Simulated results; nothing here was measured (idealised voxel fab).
Herein follows the process module entitled voxel ribs on slabs.
In the cross-section labelled cut, the width is 190 nm and each square cell is 5 nm.
Notation: cross-section as square-cell grid; stated in bands, top first, going down; one or more cell rows per band. This entry defines a band. It first specifies the height of the band's top and the height of its bottom in nm, and then specifies the band's materials from left to right, stating each material with its width in nm. The word "full width" identifies a single material that fills the band from edge to edge, while the word "air" identifies empty space. Measure heights from 0. That's the level where, below it, the as-received wafer is all one material. The lowest band is bottomless and extends downward; write it as in "0 down". The expression "30..40" gives the width at the extremes of the band, the first number at its top row of cells and the second at its bottom row, with the width changing by equal amounts from each row to the next in between. "no change occurred", as given for a step, is the statement that not any cell of the cross-section underwent a change during that step. The label "Closed cavities" introduces a list of the empty spaces, 8 cells or larger, that have no open way up to the top; each entry in it reads width x height at distance, where the distance is taken from the left edge and all three are stated in nm. It should be noted that, on the line of a given step, the content following the step's settings is a remark produced by the simulator itself with respect to that step. overlay nm: where the mask lay relative to plan, measured to the right, on steps with a mask; negatives go left.

## These are the steps we planned for the process
- 1: RECEIVE [material Si]
- 2: DIRECTIONAL_DEP [material SiO2] [thk nm 30]
- 3: DIRECTIONAL_DEP [material SiN] [thk nm 25]
- 4: MASKED_ETCH [tone cover] [mask id RIB] [width nm 20] [etch materials SiN] [depth nm 15] [overlay nm 0]
- 5: MASKED_ETCH [tone cover] [mask id SLAB] [width nm 50] [etch materials SiN] [depth nm 10] [overlay nm 0]
- 6: FILL_DEP [material SiO2] [thk nm 15]
- 7: CMP [height nm 65]
- 8: DIRECTIONAL_DEP [material TiN] [thk nm 10]
- 9: PATTERN [tone cover] [mask id HEATER] [material resist] [width nm 30] [thk nm 20] [overlay nm 0]
- 10: DIRECTIONAL_ETCH [etch materials TiN] [depth nm 10]
- 11: STRIP [etch materials resist]
- 12: CONFORMAL_DEP [material SiN] [thk nm 10]

## So this is the incoming wafer in cross-section - it's already been through step 1
    0 down  Si full width
    Closed cavities: none

## Starting structure and process plan are as shown above, but one mistake was made in running the module; the wafer cross-section at the end of the module follows
    85 to 75  air 70; SiN 50; air 70
    75 to 65  SiN 80; TiN 30; SiN 80
    65 to 55  SiO2 full width
    55 to 40  SiO2 85; SiN 20; SiO2 85
    40 to 30  SiO2 75; SiN 50; SiO2 65
    30 to 0  SiO2 full width
    0 down  Si full width
    Closed cavities: none
The mistake made against the process plan was this: step 5 did not happen as planned, as run it was MASKED_ETCH [tone cover] [mask id SLAB] [width nm 50] [etch materials SiN] [depth nm 10] [overlay nm 5]
